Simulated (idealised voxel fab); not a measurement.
A process module follows: voxel self aligned vias.
We display cut, a cross-section 140 nm in width whose square cells are each 5 nm.
Just so we're on the same page, the cross-sections are grids of square cells, and they're listed out in bands top to bottom, each band one or more rows deep.
Band: top height; bottom height; in nm. Then, left to right: material with width in nm, for each material. "full width": a single material spanning edge to edge. "blank": empty space.
All heights in this document are referenced to 0, defined as the level beneath which the wafer, as received, consists entirely of one material. The lowest band is not bounded below; it extends indefinitely downward and is written in the form "z 0 and below".
It should be noted that a width expressed as "30 to 40" varies in equal increments from row to row of cells within the band, taking the value of the first number at the top row and that of the second number at the bottom row.
Given "nothing changed" for a step, no cell of the cross-section differs between before and after that step.
The entry titled "Closed void table" provides the empty spaces that have no open way to the top, restricted to those of 8 cells or more. Each is presented as width x height at distance, the distance being measured from the left edge, with all three in nm.
On a step's line, text after the settings is the simulator commenting on that step.
"overlay nm" on a masked step: distance the mask lay right of its planned place, negative for left.
The steps planned for the process are as follows:
step 1: RECEIVE, material Si
step 2: CONFORMAL_DEP, material SiO2, thk nm 10
step 3: CONFORMAL_DEP, material SiCN, thk nm 5
step 4: DIRECTIONAL_DEP, material lowk, thk nm 30
step 5: PATTERN, tone open, mask id LINES, material resist, width nm 20, pitch nm 45, thk nm 20, overlay nm 0
step 6: DIRECTIONAL_ETCH, etch materials lowk, depth nm 30
step 7: STRIP, etch materials resist
step 8: CONFORMAL_DEP, material TiN, thk nm 5
step 9: FILL_DEP, material W, thk nm 10
step 10: CMP, height nm 45
step 11: SELECTIVE_ETCH, etch materials W Ru TiN, depth nm 10
step 12: FILL_DEP, material SiN, thk nm 5
step 13: CMP, height nm 45
step 14: DIRECTIONAL_DEP, material lowk, thk nm 20
step 15: DIRECTIONAL_DEP, material aC, thk nm 10
step 16: PATTERN, tone open, mask id VIAS, material resist, width nm 30, pitch nm 45, thk nm 25, overlay nm 0
step 17: DIRECTIONAL_ETCH, etch materials aC, depth nm 10
step 18: STRIP, etch materials resist
step 19: DIRECTIONAL_ETCH, etch materials lowk, depth nm 20
step 20: DIRECTIONAL_ETCH, etch materials SiN, depth nm 10
step 21: STRIP, etch materials aC
step 22: CONFORMAL_DEP, material TiN, thk nm 5
step 23: FILL_DEP, material Cu, thk nm 10
step 24: CMP, height nm 65
step 25: CONFORMAL_DEP, material SiCN, thk nm 5
The cross-section here shows the wafer as received, i.e. in its state after step 1:
	z 0 and below: Si full width
	Closed void table: none
Cross-sectional image of the first of two wafers at the end of the module, the run having proceeded as planned:
	z 70 to 65: SiCN full width
	z 65 to 50: lowk: 30  TiN: 5  Cu: 20  TiN: 5  lowk: 15  TiN: 5  Cu: 20  TiN: 5  lowk: 35
	z 50 to 40: lowk: 30 to 35  TiN: 10 to 5  Cu: 10  TiN: 10 to 5  lowk: 15 to 25  TiN: 10 to 5  Cu: 10  TiN: 10 to 5  lowk: 35 to 40
	z 40 to 35: lowk: 35  TiN: 20  lowk: 25  TiN: 20  lowk: 40
	z 35 to 20: lowk: 35  TiN: 5  W: 10  TiN: 5  lowk: 25  TiN: 5  W: 10  TiN: 5  lowk: 40
	z 20 to 15: lowk: 35  TiN: 20  lowk: 25  TiN: 20  lowk: 40
	z 15 to 10: SiCN full width
	z 10 to 0: SiO2 full width
	z 0 and below: Si full width
	Closed void table: none
So this is wafer number two of the two, cut at the end of the module - it started where the first did and had the same plan, we just got one thing wrong running it:
	z 70 to 65: SiCN full width
	z 65 to 50: lowk: 30  TiN: 5  Cu: 20  TiN: 5  lowk: 15  TiN: 5  Cu: 20  TiN: 5  lowk: 35
	z 50 to 45: lowk: 30  TiN: 30  lowk: 15  TiN: 30  lowk: 35
	z 45 to 35: SiN: 30  TiN: 5  lowk: 20  TiN: 5  SiN: 15  TiN: 5  lowk: 20  TiN: 5  SiN: 35
	z 35 to 20: W: 30  TiN: 5  lowk: 20  TiN: 5  W: 15  TiN: 5  lowk: 20  TiN: 5  W: 35
	z 20 to 15: TiN: 35  lowk: 20  TiN: 25  lowk: 20  TiN: 40
	z 15 to 10: SiCN full width
	z 10 to 0: SiO2 full width
	z 0 and below: Si full width
	Closed void table: none
Against the plan, the run slipped here: it should be noted that step 5 was executed with settings other than those planned, the operation and settings actually applied being PATTERN, tone cover, mask id LINES, material resist, width nm 20, pitch nm 45, thk nm 20, overlay nm 0
Wrapping up, a cell-based count of both wafers puts the second over or under the first for these materials: -8 Cu | +32 SiN | +12 TiN | +36 W | -72 lowk
